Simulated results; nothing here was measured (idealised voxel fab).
A process module follows: voxel air gaps.
Section shown: cut. Width: 265 nm. Cell size: 5 nm, square.
Throughout this document, each cross-section is represented as a grid of square cells and is presented as a sequence of bands enumerated from the top downward, where a band comprises one or more rows of cells.
Within each band entry, the heights of the top and of the bottom of the band appear first, in that order and in nm; the materials of the band then follow from left to right, each with its corresponding width in nm. The designation "full width" on a single material indicates that it fills the band from edge to edge; the designation "empty" indicates empty space.
Basically, 0 is our baseline, since under it the wafer straight out of the box is all one material. The bottom band has no lower end and keeps on going down, so it looks like "top 0, no bottom".
When a width is written as two numbers, as in "30->40", the first number is the width in the top row of cells of the band and the second is the width in its bottom row, and the width changes by the same amount from each row to the next.
"remains unaltered" -> step changed no cross-section cell.
Under "Voids lacking openings" you'll find the enclosed gaps, the ones with no way out to the top, that are 8 cells or bigger; each reads width x height at distance, with distance counted from the left edge, everything in nm.
On each step's line, the part that comes after the settings is the simulator's own comment on the step.
overlay nm: step with mask; distance mask lay right of planned place; negative value = left of planned place.

SO HERE'S THE LINEUP OF PROCESS STEPS WE PLANNED
step 1: RECEIVE | material Si
step 2: CONFORMAL_DEP | material SiO2 | thk nm 10
step 3: CONFORMAL_DEP | material SiN | thk nm 5
step 4: DIRECTIONAL_DEP | material lowk | thk nm 30
step 5: PATTERN | tone open | mask id LINES | material resist | width nm 25 | pitch nm 50 | thk nm 15 | overlay nm 0
step 6: DIRECTIONAL_ETCH | etch materials lowk | depth nm 30
step 7: STRIP | etch materials resist
step 8: CONFORMAL_DEP | material TiN | thk nm 5
step 9: FILL_DEP | material Ru | thk nm 10
step 10: CMP | height nm 45
step 11: EPI | material Ru | thk nm 10
step 12: SELECTIVE_ETCH | etch materials lowk | depth nm 40
step 13: CONFORMAL_DEP | material SiCN | thk nm 5

ACCOUNT OF THE FIRST OF TWO WAFERS, WHICH WAS PROCESSED AS INTENDED

HERE'S WHAT THE WAFER LOOKED LIKE IN CROSS-SECTION WHEN IT ARRIVED - THAT'S AFTER STEP 1
  top 0, no bottom  Si full width
  Voids lacking openings: none

SECTIONAL VIEW: WAFER, AFTER STEP 2
  top 10, bottom 0  SiO2 full width
  Unchanged below 0.

SECTIONAL VIEW: WAFER, AFTER STEP 3
  top 15, bottom 10  SiN full width
  Unchanged below 10.

SECTIONAL VIEW: WAFER, AFTER STEP 4
  top 45, bottom 15  lowk full width
  Unchanged below 15.

SECTIONAL VIEW: WAFER, AFTER STEP 5
  top 60, bottom 45  45 resist | 25 empty | 25 resist | 25 empty | 25 resist | 25 empty | 25 resist | 25 empty | 45 resist
  Unchanged below 45.

SECTIONAL VIEW: WAFER, AFTER STEP 6
  top 60, bottom 45  45 resist | 25 empty | 25 resist | 25 empty | 25 resist | 25 empty | 25 resist | 25 empty | 45 resist
  top 45, bottom 15  45 lowk | 25 empty | 25 lowk | 25 empty | 25 lowk | 25 empty | 25 lowk | 25 empty | 45 lowk
  Unchanged below 15.

SECTIONAL VIEW: WAFER, AFTER STEP 7
  top 45, bottom 15  45 lowk | 25 empty | 25 lowk | 25 empty | 25 lowk | 25 empty | 25 lowk | 25 empty | 45 lowk
  Unchanged below 15.

SECTIONAL VIEW: WAFER, AFTER STEP 8
  top 50, bottom 45  50 TiN | 15 empty | 35 TiN | 15 empty | 35 TiN | 15 empty | 35 TiN | 15 empty | 50 TiN
  top 45, bottom 20  45 lowk | 5 TiN | 15 empty | 5 TiN | 25 lowk | 5 TiN | 15 empty | 5 TiN | 25 lowk | 5 TiN | 15 empty | 5 TiN | 25 lowk | 5 TiN | 15 empty | 5 TiN | 45 lowk
  top 20, bottom 15  45 lowk | 25 TiN | 25 lowk | 25 TiN | 25 lowk | 25 TiN | 25 lowk | 25 TiN | 45 lowk
  Unchanged below 15.

SECTIONAL VIEW: WAFER, AFTER STEP 9
  top 60, bottom 50  Ru full width
  top 50, bottom 45  50 TiN | 15 Ru | 35 TiN | 15 Ru | 35 TiN | 15 Ru | 35 TiN | 15 Ru | 50 TiN
  top 45, bottom 20  45 lowk | 5 TiN | 15 Ru | 5 TiN | 25 lowk | 5 TiN | 15 Ru | 5 TiN | 25 lowk | 5 TiN | 15 Ru | 5 TiN | 25 lowk | 5 TiN | 15 Ru | 5 TiN | 45 lowk
  Unchanged below 20.

SECTIONAL VIEW: WAFER, AFTER STEP 10
  top 45, bottom 20  45 lowk | 5 TiN | 15 Ru | 5 TiN | 25 lowk | 5 TiN | 15 Ru | 5 TiN | 25 lowk | 5 TiN | 15 Ru | 5 TiN | 25 lowk | 5 TiN | 15 Ru | 5 TiN | 45 lowk
  Unchanged below 20.

SECTIONAL VIEW: WAFER, AFTER STEP 11
  top 55, bottom 45  35 empty | 45 Ru | 5 empty | 45 Ru | 5 empty | 45 Ru | 5 empty | 45 Ru | 35 empty
  Unchanged below 45.

SECTIONAL VIEW: WAFER, AFTER STEP 12
  top 55, bottom 45  35 empty | 45 Ru | 5 empty | 45 Ru | 5 empty | 45 Ru | 5 empty | 45 Ru | 35 empty
  top 45, bottom 20  45 empty | 5 TiN | 15 Ru | 5 TiN | 25 empty | 5 TiN | 15 Ru | 5 TiN | 25 empty | 5 TiN | 15 Ru | 5 TiN | 25 empty | 5 TiN | 15 Ru | 5 TiN | 45 empty
  top 20, bottom 15  45 empty | 25 TiN | 25 empty | 25 TiN | 25 empty | 25 TiN | 25 empty | 25 TiN | 45 empty
  Unchanged below 15.

SECTIONAL VIEW: WAFER, AFTER STEP 13
  top 60, bottom 55  30 empty | 205 SiCN | 30 empty
  top 55, bottom 45  30 empty | 5 SiCN | 45 Ru | 5 SiCN | 45 Ru | 5 SiCN | 45 Ru | 5 SiCN | 45 Ru | 5 SiCN | 30 empty
  top 45, bottom 40  30 empty | 15 SiCN | 5 TiN | 15 Ru | 5 TiN | 25 SiCN | 5 TiN | 15 Ru | 5 TiN | 25 SiCN | 5 TiN | 15 Ru | 5 TiN | 25 SiCN | 5 TiN | 15 Ru | 5 TiN | 15 SiCN | 30 empty
  top 40, bottom 20  40 empty | 5 SiCN | 5 TiN | 15 Ru | 5 TiN | 5 SiCN | 15 empty | 5 SiCN | 5 TiN | 15 Ru | 5 TiN | 5 SiCN | 15 empty | 5 SiCN | 5 TiN | 15 Ru | 5 TiN | 5 SiCN | 15 empty | 5 SiCN | 5 TiN | 15 Ru | 5 TiN | 5 SiCN | 40 empty
  top 20, bottom 15  45 SiCN | 25 TiN | 25 SiCN | 25 TiN | 25 SiCN | 25 TiN | 25 SiCN | 25 TiN | 45 SiCN
  Unchanged below 15.
  Voids lacking openings: 15 x 20 at 75; 15 x 20 at 125; 15 x 20 at 175

WAFER TWO OF THE PAIR: SAME ORIGIN, SAME PLAN, ONE ERROR DURING THE RUN; IDENTICAL TO WAFER ONE UP TO AND INCLUDING STEP 4

CROSS-SECTION, SECOND WAFER, AT THE END TIME THE PLAN GIVES FOR STEP 5
  top 60, bottom 45  45 resist | 30 empty | 20 resist | 30 empty | 20 resist | 30 empty | 20 resist | 30 empty | 40 resist
  Unchanged below 45.

CROSS-SECTION, SECOND WAFER, AT THE END TIME THE PLAN GIVES FOR STEP 6
  top 60, bottom 45  45 resist | 30 empty | 20 resist | 30 empty | 20 resist | 30 empty | 20 resist | 30 empty | 40 resist
  top 45, bottom 15  45 lowk | 30 empty | 20 lowk | 30 empty | 20 lowk | 30 empty | 20 lowk | 30 empty | 40 lowk
  Unchanged below 15.

CROSS-SECTION, SECOND WAFER, AT THE END TIME THE PLAN GIVES FOR STEP 7
  top 45, bottom 15  45 lowk | 30 empty | 20 lowk | 30 empty | 20 lowk | 30 empty | 20 lowk | 30 empty | 40 lowk
  Unchanged below 15.

CROSS-SECTION, SECOND WAFER, AT THE END TIME THE PLAN GIVES FOR STEP 8
  top 50, bottom 45  50 TiN | 20 empty | 30 TiN | 20 empty | 30 TiN | 20 empty | 30 TiN | 20 empty | 45 TiN
  top 45, bottom 20  45 lowk | 5 TiN | 20 empty | 5 TiN | 20 lowk | 5 TiN | 20 empty | 5 TiN | 20 lowk | 5 TiN | 20 empty | 5 TiN | 20 lowk | 5 TiN | 20 empty | 5 TiN | 40 lowk
  top 20, bottom 15  45 lowk | 30 TiN | 20 lowk | 30 TiN | 20 lowk | 30 TiN | 20 lowk | 30 TiN | 40 lowk
  Unchanged below 15.

CROSS-SECTION, SECOND WAFER, AT THE END TIME THE PLAN GIVES FOR STEP 9
  top 60, bottom 50  Ru full width
  top 50, bottom 45  50 TiN | 20 Ru | 30 TiN | 20 Ru | 30 TiN | 20 Ru | 30 TiN | 20 Ru | 45 TiN
  top 45, bottom 20  45 lowk | 5 TiN | 20 Ru | 5 TiN | 20 lowk | 5 TiN | 20 Ru | 5 TiN | 20 lowk | 5 TiN | 20 Ru | 5 TiN | 20 lowk | 5 TiN | 20 Ru | 5 TiN | 40 lowk
  Unchanged below 20.

CROSS-SECTION, SECOND WAFER, AT THE END TIME THE PLAN GIVES FOR STEP 10
  top 45, bottom 20  45 lowk | 5 TiN | 20 Ru | 5 TiN | 20 lowk | 5 TiN | 20 Ru | 5 TiN | 20 lowk | 5 TiN | 20 Ru | 5 TiN | 20 lowk | 5 TiN | 20 Ru | 5 TiN | 40 lowk
  Unchanged below 20.

CROSS-SECTION, SECOND WAFER, AT THE END TIME THE PLAN GIVES FOR STEP 11
  top 55, bottom 45  35 empty | 200 Ru | 30 empty
  Unchanged below 45.

CROSS-SECTION, SECOND WAFER, AT THE END TIME THE PLAN GIVES FOR STEP 12
  top 55, bottom 45  35 empty | 200 Ru | 30 empty
  top 45, bottom 20  45 empty | 5 TiN | 20 Ru | 5 TiN | 20 lowk | 5 TiN | 20 Ru | 5 TiN | 20 lowk | 5 TiN | 20 Ru | 5 TiN | 20 lowk | 5 TiN | 20 Ru | 5 TiN | 40 empty
  top 20, bottom 15  45 empty | 30 TiN | 20 lowk | 30 TiN | 20 lowk | 30 TiN | 20 lowk | 30 TiN | 40 empty
  Unchanged below 15.

CROSS-SECTION, SECOND WAFER, AT THE END TIME THE PLAN GIVES FOR STEP 13
  top 60, bottom 55  30 empty | 210 SiCN | 25 empty
  top 55, bottom 45  30 empty | 5 SiCN | 200 Ru | 5 SiCN | 25 empty
  top 45, bottom 40  30 empty | 15 SiCN | 5 TiN | 20 Ru | 5 TiN | 20 lowk | 5 TiN | 20 Ru | 5 TiN | 20 lowk | 5 TiN | 20 Ru | 5 TiN | 20 lowk | 5 TiN | 20 Ru | 5 TiN | 15 SiCN | 25 empty
  top 40, bottom 20  40 empty | 5 SiCN | 5 TiN | 20 Ru | 5 TiN | 20 lowk | 5 TiN | 20 Ru | 5 TiN | 20 lowk | 5 TiN | 20 Ru | 5 TiN | 20 lowk | 5 TiN | 20 Ru | 5 TiN | 5 SiCN | 35 empty
  top 20, bottom 15  45 SiCN | 30 TiN | 20 lowk | 30 TiN | 20 lowk | 30 TiN | 20 lowk | 30 TiN | 40 SiCN
  Unchanged below 15.
Finding, execution versus plan: so step 5 ended up running with a different setting than we planned, it ran as PATTERN | tone open | mask id LINES | material resist | width nm 30 | pitch nm 50 | thk nm 15 | overlay nm 0
Heads up, by the end the second wafer has more or fewer cells of some materials compared to the first: Ru: 28 more; SiCN: 60 fewer; TiN: 4 more; lowk: 72 more
The second wafer ends with 0 closed voids, and the first wafer ends with 3.
